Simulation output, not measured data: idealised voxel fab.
voxel released beams: a process module
Square cells of 5 nm make up the cross-section cut, whose width is 235 nm.
Cross-section spec: square-cell grid; bands listed top down; each band is one or more rows. This entry defines a band. It first specifies the height of the band's top and the height of its bottom in nm, and then specifies the band's materials from left to right, stating each material with its width in nm. The word "full width" identifies a single material that fills the band from edge to edge, while the word "blank" identifies empty space. Where do heights start? At 0: under that level the wafer as delivered is made of one material only. And the lowest band has no floor; it just carries on downward, as in "0 -> down". Top row gets the first number, bottom row gets the second, and each row in between changes by the same step: that is how a band width like "30->40" works. It should be understood that the words "remains unaltered", when stated for a given step, signify that the cross-section underwent no change in any of its cells during that step. Entry "Trapped cavities" = empty spaces >= 8 cells with no open way to the top; each as width x height at distance, distance from left edge, all nm. Heads up: the bit after the settings on a step's line is the simulator's remark on that step. overlay nm: mask right of planned place by this much (step with mask). Neg. = left.
These are the steps we planned for the process:
1) RECEIVE: material Si
2) CONFORMAL_DEP: material Al2O3, thk nm 5
3) DIRECTIONAL_DEP: material SiO2, thk nm 10
4) DIRECTIONAL_DEP: material aC, thk nm 10
5) PATTERN: tone open, mask id ANCHOR, material resist, width nm 35, thk nm 30, overlay nm 0
6) DIRECTIONAL_ETCH: etch materials aC, depth nm 10
7) STRIP: etch materials resist
8) DIRECTIONAL_ETCH: etch materials SiO2, depth nm 10
9) STRIP: etch materials aC
10) CONFORMAL_DEP: material SiN, thk nm 15
11) PATTERN: tone cover, mask id BEAM, material resist, width nm 120, thk nm 15, overlay nm 0
12) DIRECTIONAL_ETCH: etch materials SiN, depth nm 15
13) STRIP: etch materials resist
14) STRIP: etch materials SiO2
The first wafer of two, processed as planned:
Wafer at receipt (post step 1), cross-section:
    0 -> down | Si full width
    Trapped cavities: none
After step 2, in cross-section:
    5 -> 0 | Al2O3 full width
    No changes below 0.
After step 3, in cross-section:
    15 -> 5 | SiO2 full width
    No changes below 5.
After step 4, in cross-section:
    25 -> 15 | aC full width
    No changes below 15.
After step 5, in cross-section:
    55 -> 25 | resist 60, blank 35, resist 140
    No changes below 25.
After step 6, in cross-section:
    45 -> 25 | resist 60, blank 35, resist 140
    25 -> 15 | aC 60, blank 35, aC 140
    No changes below 15.
After step 7, in cross-section:
    25 -> 15 | aC 60, blank 35, aC 140
    No changes below 15.
After step 8, in cross-section:
    25 -> 15 | aC 60, blank 35, aC 140
    15 -> 5 | SiO2 60, blank 35, SiO2 140
    No changes below 5.
After step 9, in cross-section:
    15 -> 5 | SiO2 60, blank 35, SiO2 140
    No changes below 5.
After step 10, in cross-section:
    30 -> 20 | SiN 75, blank 5, SiN 155
    20 -> 15 | SiN full width
    15 -> 5 | SiO2 60, SiN 35, SiO2 140
    No changes below 5.
After step 11, in cross-section:
    45 -> 30 | blank 55, resist 120, blank 60
    30 -> 20 | SiN 75, resist 5, SiN 155
    No changes below 20.
After step 12, in cross-section:
    45 -> 30 | blank 55, resist 120, blank 60
    30 -> 20 | blank 55, SiN 20, resist 5, SiN 95, blank 60
    20 -> 15 | blank 55, SiN 120, blank 60
    No changes below 15.
After step 13, in cross-section:
    30 -> 20 | blank 55, SiN 20, blank 5, SiN 95, blank 60
    No changes below 20.
After step 14, in cross-section:
    30 -> 20 | blank 55, SiN 20, blank 5, SiN 95, blank 60
    20 -> 15 | blank 55, SiN 120, blank 60
    15 -> 5 | blank 60, SiN 35, blank 140
    No changes below 5.
Second wafer. Start and plan as for the first. One mistake made in running. Agrees with the first up to and including step 1:
Planned end of step 2: second wafer, cross-section: remains unaltered
Planned end of step 3: second wafer, cross-section:
    10 -> 0 | SiO2 full width
    No changes below 0.
Planned end of step 4: second wafer, cross-section:
    20 -> 10 | aC full width
    No changes below 10.
Planned end of step 5: second wafer, cross-section:
    50 -> 20 | resist 60, blank 35, resist 140
    No changes below 20.
Planned end of step 6: second wafer, cross-section:
    40 -> 20 | resist 60, blank 35, resist 140
    20 -> 10 | aC 60, blank 35, aC 140
    No changes below 10.
Planned end of step 7: second wafer, cross-section:
    20 -> 10 | aC 60, blank 35, aC 140
    No changes below 10.
Planned end of step 8: second wafer, cross-section:
    20 -> 10 | aC 60, blank 35, aC 140
    10 -> 0 | SiO2 60, blank 35, SiO2 140
    No changes below 0.
Planned end of step 9: second wafer, cross-section:
    10 -> 0 | SiO2 60, blank 35, SiO2 140
    No changes below 0.
Planned end of step 10: second wafer, cross-section:
    25 -> 15 | SiN 75, blank 5, SiN 155
    15 -> 10 | SiN full width
    10 -> 0 | SiO2 60, SiN 35, SiO2 140
    No changes below 0.
Planned end of step 11: second wafer, cross-section:
    40 -> 25 | blank 55, resist 120, blank 60
    25 -> 15 | SiN 75, resist 5, SiN 155
    No changes below 15.
Planned end of step 12: second wafer, cross-section:
    40 -> 25 | blank 55, resist 120, blank 60
    25 -> 15 | blank 55, SiN 20, resist 5, SiN 95, blank 60
    15 -> 10 | blank 55, SiN 120, blank 60
    No changes below 10.
Planned end of step 13: second wafer, cross-section:
    25 -> 15 | blank 55, SiN 20, blank 5, SiN 95, blank 60
    No changes below 15.
Planned end of step 14: second wafer, cross-section:
    25 -> 15 | blank 55, SiN 20, blank 5, SiN 95, blank 60
    15 -> 10 | blank 55, SiN 120, blank 60
    10 -> 0 | blank 60, SiN 35, blank 140
    No changes below 0.
Nonconformance to the process plan: step 2 of the plan was omitted and not executed
Final comparison by cell count, materials where the second wafer has more or fewer than the first: Al2O3: 47 fewer
